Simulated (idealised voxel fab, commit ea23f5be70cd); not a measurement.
This section sets out a process module, namely voxel ribs on slabs.
Square cells of 5 nm make up the cross-section cut, whose width is 270 nm.
Each cross-section below is a grid of square cells, stated as bands in top-down order, with one or more rows of cells making up each band.
The band entry comprises the height of the band's top followed by the height of its bottom, expressed in nm, and subsequently the band's materials from left to right, each stated together with its width in nm. Where a single material is marked with the word "throughout", that material fills the band from edge to edge. The word "air" represents empty space.
Note: height 0 marks the level under which the wafer is uniformly one material as received. Lowest band unbounded below, written "from 0 down".
A width such as "30 to 40" changes by the same amount from each row of cells to the next, from the band's top row to its bottom row.
"remained unchanged" -> step changed no cross-section cell.
The entry "Cavities, closed" lists the empty spaces that cover at least 8 cells and have no open path to the top. Each is written as width x height at distance, where the distance is measured from the left edge and all three values are in nm.
That trailing text on a step's line, after the settings, is the simulator's own remark on the step.
"overlay nm" on a masked step: distance the mask lay right of its planned place, negative for left.
Process steps foreseen in the plan:
1 RECEIVE | material Si
2 DIRECTIONAL_DEP | material SiO2 | thk nm 30
3 DIRECTIONAL_DEP | material polySi | thk nm 15
4 MASKED_ETCH | tone cover | mask id RIB | width nm 15 | etch materials polySi | depth nm 10 | overlay nm 0
5 PATTERN | tone cover | mask id SLAB | material resist | width nm 65 | thk nm 15 | overlay nm 0
6 DIRECTIONAL_ETCH | etch materials polySi | depth nm 5
7 STRIP | etch materials resist
8 FILL_DEP | material SiO2 | thk nm 25
9 CMP | height nm 65
10 DIRECTIONAL_DEP | material W | thk nm 10
11 MASKED_ETCH | tone cover | mask id HEATER | width nm 25 | etch materials W | depth nm 10 | overlay nm 0
12 CONFORMAL_DEP | material SiO2 | thk nm 10
Concerning the first of two wafers, which was run in accordance with the plan:
Incoming wafer, cross-sectional view, post step 1:
from 0 down = Si throughout
Cavities, closed: none
Once step 2 is through, the wafer looks like this in cross-section:
from 30 to 0 = SiO2 throughout
Beneath the level 0, the cross-section is identical to its previous state.
Once step 3 is through, the wafer looks like this in cross-section:
from 45 to 30 = polySi throughout
Beneath the level 30, the cross-section is identical to its previous state.
Once step 4 is through, the wafer looks like this in cross-section:
from 45 to 35 = air 125 nm, polySi 15 nm, air 130 nm
Beneath the level 35, the cross-section is identical to its previous state.
Once step 5 is through, the wafer looks like this in cross-section:
from 60 to 45 = air 100 nm, resist 65 nm, air 105 nm
from 45 to 35 = air 100 nm, resist 25 nm, polySi 15 nm, resist 25 nm, air 105 nm
Beneath the level 35, the cross-section is identical to its previous state.
Once step 6 is through, the wafer looks like this in cross-section:
from 60 to 45 = air 100 nm, resist 65 nm, air 105 nm
from 45 to 35 = air 100 nm, resist 25 nm, polySi 15 nm, resist 25 nm, air 105 nm
from 35 to 30 = air 100 nm, polySi 65 nm, air 105 nm
Beneath the level 30, the cross-section is identical to its previous state.
Once step 7 is through, the wafer looks like this in cross-section:
from 45 to 35 = air 125 nm, polySi 15 nm, air 130 nm
Beneath the level 35, the cross-section is identical to its previous state.
Once step 8 is through, the wafer looks like this in cross-section:
from 70 to 45 = SiO2 throughout
from 45 to 35 = SiO2 125 nm, polySi 15 nm, SiO2 130 nm
from 35 to 30 = SiO2 100 nm, polySi 65 nm, SiO2 105 nm
Beneath the level 30, the cross-section is identical to its previous state.
Once step 9 is through, the wafer looks like this in cross-section:
from 65 to 45 = SiO2 throughout
Beneath the level 45, the cross-section is identical to its previous state.
Once step 10 is through, the wafer looks like this in cross-section:
from 75 to 65 = W throughout
Beneath the level 65, the cross-section is identical to its previous state.
Once step 11 is through, the wafer looks like this in cross-section:
from 75 to 65 = air 120 nm, W 25 nm, air 125 nm
Beneath the level 65, the cross-section is identical to its previous state.
Once step 12 is through, the wafer looks like this in cross-section:
from 85 to 75 = air 110 nm, SiO2 45 nm, air 115 nm
from 75 to 65 = SiO2 120 nm, W 25 nm, SiO2 125 nm
Beneath the level 65, the cross-section is identical to its previous state.
Now the other wafer: same start, same recipe, but we messed up one thing when running it. Up to and including step 11 it's the same as the first one:
Cross-section of the second wafer at the time by which step 12 should have been completed according to the plan:
from 85 to 75 = air 110 nm, polySi 45 nm, air 115 nm
from 75 to 65 = polySi 120 nm, W 25 nm, polySi 125 nm
Beneath the level 65, the cross-section is identical to its previous state.
So what did we get wrong on this run? step 12 changed vs plan, executed as CONFORMAL_DEP | material polySi | thk nm 10
End of process, cell counts, second wafer against first, materials with more or fewer: SiO2 -116, polySi +116
